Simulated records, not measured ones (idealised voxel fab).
Process module heading - voxel fin reveal
Xsec cut, 245 nm wide, square cell size 5 nm.
Each cross-section below is a grid of square cells, stated as bands in top-down order, with one or more rows of cells making up each band.
Band: top height; bottom height; in nm. Then, left to right: material with width in nm, for each material. "everywhere": a single material spanning edge to edge. "blank": empty space.
Ref level 0: as-received wafer is one material below here. Bottom band extends down with no lower bound ("0..down").
Width: "30 to 40" (first number = top row, second number = bottom row, same change from row to row of cells).
What does "no alteration" mean for a step? It means no cell of the cross-section changed in that step.
You'll see "Enclosed cavity list" listing empty spaces that have no way open to the top, as long as they're 8 cells or more; the notation is width x height at distance, where the distance is from the left edge, and all of it is in nm.
after a step's settings: what the simulator itself notes on the step
"overlay nm", when on a step's line for a step with a mask, measures how far to the right of its planned place the mask lay; a negative measure means to the left.

-- Set out below are the planned steps of the process
- 1: RECEIVE (material Si)
- 2: CONFORMAL_DEP (material SiN; thk nm 10)
- 3: PATTERN (tone cover; mask id FINS; material resist; width nm 15; pitch nm 45; thk nm 15; overlay nm 0)
- 4: DIRECTIONAL_ETCH (etch materials SiN; depth nm 10)
- 5: DIRECTIONAL_ETCH (etch materials Si; depth nm 35)
- 6: STRIP (etch materials resist)
- 7: OXIDIZE (depth nm 5)
- 8: FILL_DEP (material SiO2; thk nm 5)
- 9: CMP (height nm 10)
- 10: SELECTIVE_ETCH (etch materials SiO2; depth nm 25)
- 11: STRIP (etch materials SiN)
- 12: CONFORMAL_DEP (material SiO2; thk nm 5)

-- First wafer out of two, processed as planned

-- Wafer cross-section on receipt, i.e. after step 1
* 0..down: Si everywhere
* Enclosed cavity list: none

-- Presented here is a cross-section of the wafer after step 2 has been performed
* 10..0: SiN everywhere
* Heights below 0 show no change.

-- Presented here is a cross-section of the wafer after step 3 has been performed
* 25..10: blank=45 / resist=15 / blank=30 / resist=15 / blank=30 / resist=15 / blank=30 / resist=15 / blank=50
* Heights below 10 show no change.

-- Presented here is a cross-section of the wafer after step 4 has been performed
* 25..10: blank=45 / resist=15 / blank=30 / resist=15 / blank=30 / resist=15 / blank=30 / resist=15 / blank=50
* 10..0: blank=45 / SiN=15 / blank=30 / SiN=15 / blank=30 / SiN=15 / blank=30 / SiN=15 / blank=50
* Heights below 0 show no change.

-- Presented here is a cross-section of the wafer after step 5 has been performed
* 25..10: blank=45 / resist=15 / blank=30 / resist=15 / blank=30 / resist=15 / blank=30 / resist=15 / blank=50
* 10..0: blank=45 / SiN=15 / blank=30 / SiN=15 / blank=30 / SiN=15 / blank=30 / SiN=15 / blank=50
* 0..-35: blank=45 / Si=15 / blank=30 / Si=15 / blank=30 / Si=15 / blank=30 / Si=15 / blank=50
* Heights below -35 show no change.

-- Presented here is a cross-section of the wafer after step 6 has been performed
* 10..0: blank=45 / SiN=15 / blank=30 / SiN=15 / blank=30 / SiN=15 / blank=30 / SiN=15 / blank=50
* Heights below 0 show no change.

-- Presented here is a cross-section of the wafer after step 7 has been performed
* 10..0: blank=45 / SiN=15 / blank=30 / SiN=15 / blank=30 / SiN=15 / blank=30 / SiN=15 / blank=50
* 0..-35: blank=45 / SiO2=5 / Si=5 / SiO2=5 / blank=30 / SiO2=5 / Si=5 / SiO2=5 / blank=30 / SiO2=5 / Si=5 / SiO2=5 / blank=30 / SiO2=5 / Si=5 / SiO2=5 / blank=50
* -35..-40: SiO2=50 / Si=5 / SiO2=40 / Si=5 / SiO2=40 / Si=5 / SiO2=40 / Si=5 / SiO2=55
* Heights below -40 show no change.

-- Presented here is a cross-section of the wafer after step 8 has been performed
* 15..10: SiO2 everywhere
* 10..0: SiO2=45 / SiN=15 / SiO2=30 / SiN=15 / SiO2=30 / SiN=15 / SiO2=30 / SiN=15 / SiO2=50
* 0..-40: SiO2=50 / Si=5 / SiO2=40 / Si=5 / SiO2=40 / Si=5 / SiO2=40 / Si=5 / SiO2=55
* Heights below -40 show no change.

-- Presented here is a cross-section of the wafer after step 9 has been performed
* 10..0: SiO2=45 / SiN=15 / SiO2=30 / SiN=15 / SiO2=30 / SiN=15 / SiO2=30 / SiN=15 / SiO2=50
* Heights below 0 show no change.

-- Presented here is a cross-section of the wafer after step 10 has been performed
* 10..0: blank=45 / SiN=15 / blank=30 / SiN=15 / blank=30 / SiN=15 / blank=30 / SiN=15 / blank=50
* 0..-15: blank=50 / Si=5 / blank=40 / Si=5 / blank=40 / Si=5 / blank=40 / Si=5 / blank=55
* Heights below -15 show no change.

-- Presented here is a cross-section of the wafer after step 11 has been performed
* 0..-15: blank=50 / Si=5 / blank=40 / Si=5 / blank=40 / Si=5 / blank=40 / Si=5 / blank=55
* Heights below -15 show no change.

-- Presented here is a cross-section of the wafer after step 12 has been performed
* 5..0: blank=45 / SiO2=15 / blank=30 / SiO2=15 / blank=30 / SiO2=15 / blank=30 / SiO2=15 / blank=50
* 0..-10: blank=45 / SiO2=5 / Si=5 / SiO2=5 / blank=30 / SiO2=5 / Si=5 / SiO2=5 / blank=30 / SiO2=5 / Si=5 / SiO2=5 / blank=30 / SiO2=5 / Si=5 / SiO2=5 / blank=50
* -10..-40: SiO2=50 / Si=5 / SiO2=40 / Si=5 / SiO2=40 / Si=5 / SiO2=40 / Si=5 / SiO2=55
* Heights below -40 show no change.

-- For the second wafer, take the first wafer's start and plan, then add one mistake made in running it; everything through step 4, that step included, is shared with the first

-- The second wafer in cross-section, at the planned close of step 5
* 25..10: blank=45 / resist=15 / blank=30 / resist=15 / blank=30 / resist=15 / blank=30 / resist=15 / blank=50
* 10..0: blank=45 / SiN=15 / blank=30 / SiN=15 / blank=30 / SiN=15 / blank=30 / SiN=15 / blank=50
* 0..-70: blank=45 / Si=15 / blank=30 / Si=15 / blank=30 / Si=15 / blank=30 / Si=15 / blank=50
* Heights below -70 show no change.

-- The second wafer in cross-section, at the planned close of step 6
* 10..0: blank=45 / SiN=15 / blank=30 / SiN=15 / blank=30 / SiN=15 / blank=30 / SiN=15 / blank=50
* Heights below 0 show no change.

-- The second wafer in cross-section, at the planned close of step 7
* 10..0: blank=45 / SiN=15 / blank=30 / SiN=15 / blank=30 / SiN=15 / blank=30 / SiN=15 / blank=50
* 0..-70: blank=45 / SiO2=5 / Si=5 / SiO2=5 / blank=30 / SiO2=5 / Si=5 / SiO2=5 / blank=30 / SiO2=5 / Si=5 / SiO2=5 / blank=30 / SiO2=5 / Si=5 / SiO2=5 / blank=50
* -70..-75: SiO2=50 / Si=5 / SiO2=40 / Si=5 / SiO2=40 / Si=5 / SiO2=40 / Si=5 / SiO2=55
* Heights below -75 show no change.

-- The second wafer in cross-section, at the planned close of step 8
* 15..10: SiO2 everywhere
* 10..0: SiO2=45 / SiN=15 / SiO2=30 / SiN=15 / SiO2=30 / SiN=15 / SiO2=30 / SiN=15 / SiO2=50
* 0..-75: SiO2=50 / Si=5 / SiO2=40 / Si=5 / SiO2=40 / Si=5 / SiO2=40 / Si=5 / SiO2=55
* Heights below -75 show no change.

-- The second wafer in cross-section, at the planned close of step 9
* 10..0: SiO2=45 / SiN=15 / SiO2=30 / SiN=15 / SiO2=30 / SiN=15 / SiO2=30 / SiN=15 / SiO2=50
* Heights below 0 show no change.

-- The second wafer in cross-section, at the planned close of step 10
* 10..0: blank=45 / SiN=15 / blank=30 / SiN=15 / blank=30 / SiN=15 / blank=30 / SiN=15 / blank=50
* 0..-15: blank=50 / Si=5 / blank=40 / Si=5 / blank=40 / Si=5 / blank=40 / Si=5 / blank=55
* Heights below -15 show no change.

-- The second wafer in cross-section, at the planned close of step 11
* 0..-15: blank=50 / Si=5 / blank=40 / Si=5 / blank=40 / Si=5 / blank=40 / Si=5 / blank=55
* Heights below -15 show no change.

-- The second wafer in cross-section, at the planned close of step 12
* 5..0: blank=45 / SiO2=15 / blank=30 / SiO2=15 / blank=30 / SiO2=15 / blank=30 / SiO2=15 / blank=50
* 0..-10: blank=45 / SiO2=5 / Si=5 / SiO2=5 / blank=30 / SiO2=5 / Si=5 / SiO2=5 / blank=30 / SiO2=5 / Si=5 / SiO2=5 / blank=30 / SiO2=5 / Si=5 / SiO2=5 / blank=50
* -10..-75: SiO2=50 / Si=5 / SiO2=40 / Si=5 / SiO2=40 / Si=5 / SiO2=40 / Si=5 / SiO2=55
* Heights below -75 show no change.
The mistake made against the process plan was this: step 5, plan: ran twice
Wrapping up, a cell-based count of both wafers puts the second over or under the first for these materials: Si -315 | SiO2 +315
